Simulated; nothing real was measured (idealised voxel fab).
The process module that follows is named voxel capacitor over wiring.
Shown is cross-section cut, with a width of 155 nm and square cells of size 5 nm.
When this document writes out a cross-section, it uses a grid of square cells and lists it as bands, beginning at the top and moving down, with a band standing for one or more rows of cells.
Look at the band entry: it leads with the top's height and the bottom's height in nm. Then it lists the materials left to right, with a width in nm for each. The word "throughout" on a single material says that material fills the band edge to edge. The word "air" is empty space.
Heights from 0 (as-received wafer is one material below). Bottom band endless downward, as "z 0 and below".
You'd read "30..40" like this: the band's top row of cells is as wide as the first number, its bottom row is as wide as the second, and going down, every row changes width by the same amount as the row before did.
What does "nothing changed" mean for a step? It means no cell of the cross-section changed in that step.
The label "Voids, fully enclosed" introduces a list of the empty spaces, 8 cells or larger, that have no open way up to the top; each entry in it reads width x height at distance, where the distance is taken from the left edge and all three are stated in nm.
Where a step's line continues beyond its settings, the continuation is a remark by the simulator itself on that step.
overlay nm, on a step with a mask: how far to the right of its planned place the mask lay; to the left if negative

HERE'S WHAT THE PLANNED PROCESS STEPS LOOK LIKE
1: RECEIVE | material Si
2: CONFORMAL_DEP | material SiO2 | thk nm 10
3: CONFORMAL_DEP | material SiCN | thk nm 5
4: DIRECTIONAL_DEP | material SiO2 | thk nm 15
5: DIRECTIONAL_DEP | material aC | thk nm 15
6: PATTERN | tone open | mask id METAL_1 | material resist | width nm 20 | pitch nm 80 | thk nm 35 | overlay nm 0
7: DIRECTIONAL_ETCH | etch materials aC | depth nm 15
8: STRIP | etch materials resist
9: DIRECTIONAL_ETCH | etch materials SiO2 | depth nm 15
10: DIRECTIONAL_ETCH | etch materials SiCN | depth nm 5
11: STRIP | etch materials aC
12: CONFORMAL_DEP | material TiN | thk nm 5
13: FILL_DEP | material Ru | thk nm 5
14: CMP | height nm 30
15: EPI | material Ru | thk nm 5
16: FILL_DEP | material SiCN | thk nm 5
17: DIRECTIONAL_DEP | material lowk | thk nm 10
18: MASKED_ETCH | tone open | mask id PLUG_1 | width nm 15 | etch materials lowk | depth nm 10 | overlay nm 0
19: MASKED_ETCH | tone open | mask id PLUG_1 | width nm 15 | etch materials SiCN | depth nm 5 | overlay nm 0
20: CONFORMAL_DEP | material TiN | thk nm 5
21: FILL_DEP | material W | thk nm 5
22: CMP | height nm 50
23: DIRECTIONAL_DEP | material TiN | thk nm 5
24: DIRECTIONAL_DEP | material HfO2 | thk nm 5
25: DIRECTIONAL_DEP | material TiN | thk nm 10
26: DIRECTIONAL_DEP | material aC | thk nm 15
27: PATTERN | tone cover | mask id UPPER_PLATE | material resist | width nm 65 | thk nm 30 | overlay nm 0
28: DIRECTIONAL_ETCH | etch materials aC | depth nm 15
29: STRIP | etch materials resist
30: DIRECTIONAL_ETCH | etch materials TiN | depth nm 5
31: DIRECTIONAL_ETCH | etch materials HfO2 | depth nm 5
32: STRIP | etch materials aC
33: MASKED_ETCH | tone cover | mask id LOWER_PLATE | width nm 75 | etch materials TiN | depth nm 5 | overlay nm 0
34: FILL_DEP | material SiO2 | thk nm 20
35: CMP | height nm 85
36: DIRECTIONAL_DEP | material aC | thk nm 15
37: PATTERN | tone open | mask id PLUG_2 | material resist | width nm 15 | thk nm 30 | overlay nm 0
38: DIRECTIONAL_ETCH | etch materials aC | depth nm 15
39: STRIP | etch materials resist
40: DIRECTIONAL_ETCH | etch materials SiO2 | depth nm 15
41: STRIP | etch materials aC
42: CONFORMAL_DEP | material TiN | thk nm 5
43: FILL_DEP | material Cu | thk nm 10
44: CMP | height nm 85
45: CONFORMAL_DEP | material SiN | thk nm 5
Heads up: all these wafers start the same, and what changes between them is the depth nm in step 30. The value you see in the plan is just what the first wafer got.

CROSS-SECTION OF THE FIRST OF SEVERAL WAFERS ON RECEIPT, REFLECTING COMPLETION OF STEP 1
* z 0 and below: Si throughout
* Voids, fully enclosed: none

WAFER ROWS, END OF MODULE: CELLS PER MATERIAL GAINED (+) OR LOST (-) SINCE RECEIPT; CLOSED VOIDS LAST
depth nm 5; +2 Cu; +31 HfO2; +24 Ru; +70 SiCN; +31 SiN; +249 SiO2; +93 TiN; +2 W; +56 lowk; Voids, fully enclosed: none
depth nm 10; +2 Cu; +13 HfO2; +24 Ru; +70 SiCN; +31 SiN; +285 SiO2; +75 TiN; +2 W; +56 lowk; Voids, fully enclosed: none
depth nm 15; +2 Cu; +13 HfO2; +24 Ru; +70 SiCN; +31 SiN; +285 SiO2; +75 TiN; +2 W; +56 lowk; Voids, fully enclosed: none
depth nm 20; +2 Cu; +13 HfO2; +24 Ru; +70 SiCN; +31 SiN; +285 SiO2; +75 TiN; +2 W; +56 lowk; Voids, fully enclosed: none
depth nm 25; +2 Cu; +13 HfO2; +24 Ru; +70 SiCN; +31 SiN; +285 SiO2; +75 TiN; +2 W; +56 lowk; Voids, fully enclosed: none
